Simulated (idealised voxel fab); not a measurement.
voxel gate over fins: a process module
cross-section cut | 280 nm wide | cells 5 nm
Cross-section format: a grid of square cells, given as bands from top to bottom; each band is one or more rows of cells. Quick guide to a band line: top height, bottom height (nm) up front; then every material left to right with its width in nm. Only one material and it's marked "full width"? Then it fills the band edge to edge. And "blank" just means empty space. Heads up on the height convention: 0 is the point under which the incoming wafer is all one material, and the lowest band has no bottom, it just keeps going down, like "0 -> down". Graded width ("30 to 40"): value in top row of band = first number; value in bottom row = second number; row-to-row change constant. Step marked "same as before"? Then no cell in the cross-section changed in it. "Entrapped voids" lists enclosed empty spaces (at least 8 cells, no open path upward to the top), each as width x height at distance from the left edge, in nm. Step line, after settings: the simulator's comment on this step. overlay nm, on a step with a mask: how far to the right of its planned place the mask lay; to the left if negative.
# Process steps (planned)
- 1: RECEIVE, material Si
- 2: CONFORMAL_DEP, material SiN, thk nm 10
- 3: DIRECTIONAL_DEP, material aC, thk nm 10
- 4: PATTERN, tone cover, mask id FINS, material resist, width nm 15, pitch nm 60, thk nm 25, overlay nm 0
- 5: DIRECTIONAL_ETCH, etch materials aC, depth nm 10
- 6: STRIP, etch materials resist
- 7: DIRECTIONAL_ETCH, etch materials SiN, depth nm 10
- 8: DIRECTIONAL_ETCH, etch materials Si, depth nm 30
- 9: STRIP, etch materials aC
- 10: OXIDIZE, depth nm 5
- 11: FILL_DEP, material SiO2, thk nm 5
- 12: CMP, height nm 10
- 13: PATTERN, tone open, mask id RAIL, material resist, width nm 15, thk nm 20, overlay nm 0
- 14: DIRECTIONAL_ETCH, etch materials SiO2, depth nm 35
- 15: STRIP, etch materials resist
- 16: CONFORMAL_DEP, material TiN, thk nm 5
- 17: FILL_DEP, material W, thk nm 10
- 18: CMP, height nm 10
- 19: SELECTIVE_ETCH, etch materials W Ru TiN, depth nm 30
- 20: FILL_DEP, material SiO2, thk nm 5
- 21: CMP, height nm 10
- 22: SELECTIVE_ETCH, etch materials SiO2, depth nm 25
- 23: STRIP, etch materials SiN
- 24: CONFORMAL_DEP, material HfO2, thk nm 5
- 25: CONFORMAL_DEP, material TiN, thk nm 5
- 26: FILL_DEP, material W, thk nm 15
- 27: CMP, height nm 20
- 28: CONFORMAL_DEP, material SiCN, thk nm 10
What sets these wafers apart? The width nm at step 13. They all start alike, and the plan carries the first wafer's value.
# first wafer as received, after step 1
> 0 -> down | Si full width
> Entrapped voids: none
# Depicted here is the first of several wafers in cross-section, at module completion following the last step, step 28
> 30 -> 20 | SiCN full width
> 20 -> 10 | W full width
> 10 -> 5 | 65 of W  25 of TiN  35 of W  25 of TiN  35 of W  25 of TiN  70 of W
> 5 -> 0 | 65 of W  5 of TiN  15 of HfO2  5 of TiN  35 of W  5 of TiN  15 of HfO2  5 of TiN  35 of W  5 of TiN  15 of HfO2  5 of TiN  70 of W
> 0 -> -5 | 65 of W  5 of TiN  5 of HfO2  5 of Si  5 of HfO2  5 of TiN  35 of W  5 of TiN  5 of HfO2  5 of Si  5 of HfO2  5 of TiN  35 of W  5 of TiN  5 of HfO2  5 of Si  5 of HfO2  5 of TiN  70 of W
> -5 -> -10 | 70 of TiN  5 of HfO2  5 of Si  5 of HfO2  45 of TiN  5 of HfO2  5 of Si  5 of HfO2  45 of TiN  5 of HfO2  5 of Si  5 of HfO2  75 of TiN
> -10 -> -15 | 75 of HfO2  5 of Si  55 of HfO2  5 of Si  55 of HfO2  5 of Si  80 of HfO2
> -15 -> -20 | 75 of SiO2  5 of Si  55 of SiO2  5 of Si  55 of SiO2  5 of Si  80 of SiO2
> -20 -> -25 | 75 of SiO2  5 of Si  20 of SiO2  15 of TiN  20 of SiO2  5 of Si  55 of SiO2  5 of Si  80 of SiO2
> -25 -> -35 | 75 of SiO2  5 of Si  55 of SiO2  5 of Si  55 of SiO2  5 of Si  80 of SiO2
> -35 -> down | Si full width
> Entrapped voids: none
# Here we cross-sectioned the last of the wafers once the module was done
> 30 -> 20 | SiCN full width
> 20 -> 10 | W full width
> 10 -> 5 | 65 of W  25 of TiN  35 of W  25 of TiN  35 of W  25 of TiN  70 of W
> 5 -> 0 | 65 of W  5 of TiN  15 of HfO2  5 of TiN  35 of W  5 of TiN  15 of HfO2  5 of TiN  35 of W  5 of TiN  15 of HfO2  5 of TiN  70 of W
> 0 -> -5 | 65 of W  5 of TiN  5 of HfO2  5 of Si  5 of HfO2  5 of TiN  35 of W  5 of TiN  5 of HfO2  5 of Si  5 of HfO2  5 of TiN  35 of W  5 of TiN  5 of HfO2  5 of Si  5 of HfO2  5 of TiN  70 of W
> -5 -> -10 | 70 of TiN  5 of HfO2  5 of Si  5 of HfO2  45 of TiN  5 of HfO2  5 of Si  5 of HfO2  45 of TiN  5 of HfO2  5 of Si  5 of HfO2  75 of TiN
> -10 -> -15 | 75 of HfO2  5 of Si  55 of HfO2  5 of Si  55 of HfO2  5 of Si  80 of HfO2
> -15 -> -20 | 75 of SiO2  5 of Si  55 of SiO2  5 of Si  55 of SiO2  5 of Si  80 of SiO2
> -20 -> -25 | 75 of SiO2  5 of Si  15 of SiO2  30 of TiN  10 of SiO2  5 of Si  55 of SiO2  5 of Si  80 of SiO2
> -25 -> -35 | 75 of SiO2  5 of Si  55 of SiO2  5 of Si  55 of SiO2  5 of Si  80 of SiO2
> -35 -> down | Si full width
> Entrapped voids: none
# wafer rows; end of module; cells per material since receipt: (+) gained, (-) lost; then closed voids
width nm 15, +74 HfO2, -371 Si, +112 SiCN, +209 SiO2, +77 TiN, +235 W, Entrapped voids: none
width nm 20, +74 HfO2, -371 Si, +112 SiCN, +208 SiO2, +78 TiN, +235 W, Entrapped voids: none
width nm 25, +74 HfO2, -371 Si, +112 SiCN, +207 SiO2, +79 TiN, +235 W, Entrapped voids: none
width nm 30, +74 HfO2, -371 Si, +112 SiCN, +206 SiO2, +80 TiN, +235 W, Entrapped voids: none
